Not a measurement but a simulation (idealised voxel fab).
Documented hereafter: the process module known as voxel tone inversion.
Section shown: cut. Width: 230 nm. Cell size: 5 nm, square.
Cross-section format: a grid of square cells, given as bands from top to bottom; each band is one or more rows of cells.
Band entry format. Leading values: height of top, height of bottom, nm. Remainder: materials in left-to-right order, each with its width in nm. Special words: "throughout" on a single material, which then fills the band edge to edge; "blank", empty space.
Heights are measured from 0, the level below which the as-received wafer is all one material; the lowest band has no bottom and continues downward, written as in "0 nm and below".
With a width like "30..40", each row of cells in the band differs from the next by the same amount, the top row carrying the first number and the bottom row the second.
Key: "identical to before" - step with no changed cell in the cross-section.
For the entry "Tabulated closed voids", the listed items are empty spaces with no open way to the top whose size is 8 cells or more; each item follows the pattern width x height at distance, where distance is from the left edge and all three are in nm.
What comes after the settings on a step's line is commentary from the simulator itself on that step.
If you see "overlay nm" on a step's line and that step has a mask, it's telling you how far right of where it was planned the mask ended up; a negative number means it went left instead.

[These are the steps we planned for the process]
- 1: op RECEIVE | material Si
- 2: op CONFORMAL_DEP | material SiN | thk nm 10
- 3: op DIRECTIONAL_DEP | material polySi | thk nm 15
- 4: op PATTERN | tone cover | mask id POSTS | material resist | width nm 20 | pitch nm 35 | thk nm 25 | overlay nm 0
- 5: op DIRECTIONAL_ETCH | etch materials polySi | depth nm 15
- 6: op STRIP | etch materials resist
- 7: op FILL_DEP | material lowk | thk nm 5
- 8: op CMP | height nm 25
- 9: op STRIP | etch materials polySi
- 10: op CONFORMAL_DEP | material TiN | thk nm 5
- 11: op FILL_DEP | material W | thk nm 5
- 12: op CMP | height nm 25
- 13: op CONFORMAL_DEP | material SiN | thk nm 5

[Step 1 complete: cross-section of the wafer as received]
> 0 nm and below | Si throughout
> Tabulated closed voids: none

[Looking at the first of two wafers in cross-section at end of module - ran to plan]
> 30 nm to 25 nm | SiN throughout
> 25 nm to 15 nm | 85 of lowk / 5 of TiN / 10 of W / 5 of TiN / 15 of lowk / 5 of TiN / 10 of W / 5 of TiN / 90 of lowk
> 15 nm to 10 nm | 85 of lowk / 20 of TiN / 15 of lowk / 20 of TiN / 90 of lowk
> 10 nm to 0 nm | SiN throughout
> 0 nm and below | Si throughout
> Tabulated closed voids: none

[Now the second wafer, cross-sectioned at the end of the module. Nothing different at the start, nothing different in the plan compared with the first, just one mistake when it was actually run]
> 30 nm to 25 nm | SiN throughout
> 25 nm to 15 nm | 90 of lowk / 10 of W / 25 of lowk / 10 of W / 95 of lowk
> 15 nm to 10 nm | lowk throughout
> 10 nm to 0 nm | SiN throughout
> 0 nm and below | Si throughout
> Tabulated closed voids: none
Processing error: step 10 changed vs plan, executed as op CONFORMAL_DEP | material lowk | thk nm 5
Looking at both finished wafers in cells, the second ends up ahead of or behind the first on some materials: TiN -16 | lowk +16
